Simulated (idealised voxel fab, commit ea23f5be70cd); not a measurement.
process module | voxel wiring stack
cross-section cut | 255 nm wide | cells 5 nm
A cross-section is a grid of square cells, given in bands from the top down. A band is one or more rows of cells.
Each band's line starts with the height of the band's top and of its bottom, in nm. Then come its materials from left to right, each with its width in nm. One material with "throughout" fills the band from edge to edge. "air" is empty space.
Height 0 is the level under which the wafer as received is all one material. The lowest band goes on downwards, as in "0 down".
A width such as "30 to 40" changes by the same amount from each row of cells to the next, from the band's top row to its bottom row.
"no change" after a step means that no cell of the cross-section changed.
closed voids: empty space of 8 cells or more with no open way to the top, each as width x height at its distance from the left edge, in nm
after a step's settings: what the simulator itself notes on the step
overlay nm, on a step with a mask: how far to the right of its planned place the mask lay; to the left if negative
plan
1 op RECEIVE | material Si
2 op CONFORMAL_DEP | material SiO2 | thk nm 15
3 op CONFORMAL_DEP | material SiN | thk nm 5
4 op DIRECTIONAL_DEP | material lowk | thk nm 15
5 op DIRECTIONAL_DEP | material aC | thk nm 10
6 op PATTERN | tone open | mask id METAL_1 | material resist | width nm 20 | pitch nm 35 | thk nm 25 | overlay nm 0
7 op DIRECTIONAL_ETCH | etch materials aC | depth nm 10
8 op STRIP | etch materials resist
9 op DIRECTIONAL_ETCH | etch materials lowk | depth nm 15
10 op DIRECTIONAL_ETCH | etch materials SiN | depth nm 5
11 op STRIP | etch materials aC
12 op CONFORMAL_DEP | material TiN | thk nm 5
13 op FILL_DEP | material Cu | thk nm 10
14 op CMP | height nm 35
15 op CONFORMAL_DEP | material SiCN | thk nm 5
16 op DIRECTIONAL_DEP | material lowk | thk nm 30
17 op PATTERN | tone open | mask id METAL_2_HOLES | material resist | width nm 15 | pitch nm 70 | thk nm 15 | overlay nm 0
18 op DIRECTIONAL_ETCH | etch materials lowk | depth nm 30
19 op STRIP | etch materials resist
20 op MASKED_ETCH | tone open | mask id METAL_2 | width nm 20 | pitch nm 35 | etch materials lowk | depth nm 20 | overlay nm 0
21 op MASKED_ETCH | tone open | mask id METAL_2 | width nm 20 | pitch nm 35 | etch materials SiCN | depth nm 5 | overlay nm 0
22 op CONFORMAL_DEP | material TiN | thk nm 5
23 op FILL_DEP | material Cu | thk nm 5
24 op CMP | height nm 70
25 op CONFORMAL_DEP | material SiN | thk nm 5
as received, after step 1
  0 down: Si throughout
  closed voids: none
first wafer at the end, as planned
  75 to 70: SiN throughout
  70 to 55: lowk 65 | TiN 5 | Cu 10 | TiN 5 | lowk 15 | TiN 5 | Cu 10 | TiN 5 | lowk 15 | TiN 5 | Cu 10 | TiN 5 | lowk 15 | TiN 5 | Cu 10 | TiN 5 | lowk 65
  55 to 50: lowk 65 | TiN 5 | Cu 5 | TiN 10 | lowk 15 | TiN 20 | lowk 15 | TiN 5 | Cu 5 | TiN 10 | lowk 15 | TiN 20 | lowk 65
  50 to 40: lowk 65 | TiN 5 | Cu 5 | TiN 5 | lowk 55 | TiN 5 | Cu 5 | TiN 5 | lowk 105
  40 to 35: SiCN 65 | TiN 15 | SiCN 55 | TiN 15 | SiCN 105
  35 to 20: lowk 65 | TiN 5 | Cu 10 | TiN 5 | lowk 15 | TiN 5 | Cu 10 | TiN 5 | lowk 15 | TiN 5 | Cu 10 | TiN 5 | lowk 15 | TiN 5 | Cu 10 | TiN 5 | lowk 65
  20 to 15: SiN 65 | TiN 20 | SiN 15 | TiN 20 | SiN 15 | TiN 20 | SiN 15 | TiN 20 | SiN 65
  15 to 0: SiO2 throughout
  0 down: Si throughout
  closed voids: none
second wafer at the end: like start, like plan, one mistake
  75 to 70: SiN throughout
  70 to 55: lowk 65 | TiN 5 | Cu 10 | TiN 5 | lowk 15 | TiN 5 | Cu 10 | TiN 5 | lowk 15 | TiN 5 | Cu 10 | TiN 5 | lowk 15 | TiN 5 | Cu 10 | TiN 5 | lowk 65
  55 to 50: lowk 65 | TiN 5 | Cu 5 | TiN 10 | lowk 15 | TiN 20 | lowk 15 | TiN 5 | Cu 5 | TiN 10 | lowk 15 | TiN 20 | lowk 65
  50 to 40: lowk 65 | TiN 5 | Cu 5 | TiN 5 | lowk 55 | TiN 5 | Cu 5 | TiN 5 | lowk 105
  40 to 35: SiCN 65 | TiN 15 | SiCN 55 | TiN 15 | SiCN 105
  35 to 25: Cu throughout
  25 to 20: TiN 70 | Cu 10 | TiN 25 | Cu 10 | TiN 25 | Cu 10 | TiN 25 | Cu 10 | TiN 70
  20 to 5: lowk 65 | TiN 5 | Cu 10 | TiN 5 | lowk 15 | TiN 5 | Cu 10 | TiN 5 | lowk 15 | TiN 5 | Cu 10 | TiN 5 | lowk 15 | TiN 5 | Cu 10 | TiN 5 | lowk 65
  5 to 0: SiN 65 | TiN 20 | SiN 15 | TiN 20 | SiN 15 | TiN 20 | SiN 15 | TiN 20 | SiN 65
  0 down: Si throughout
  closed voids: none
what went wrong: step 2 was left out
at the end the second wafer has, in cells: 110 more of Cu | 153 fewer of SiO2 | 43 more of TiN
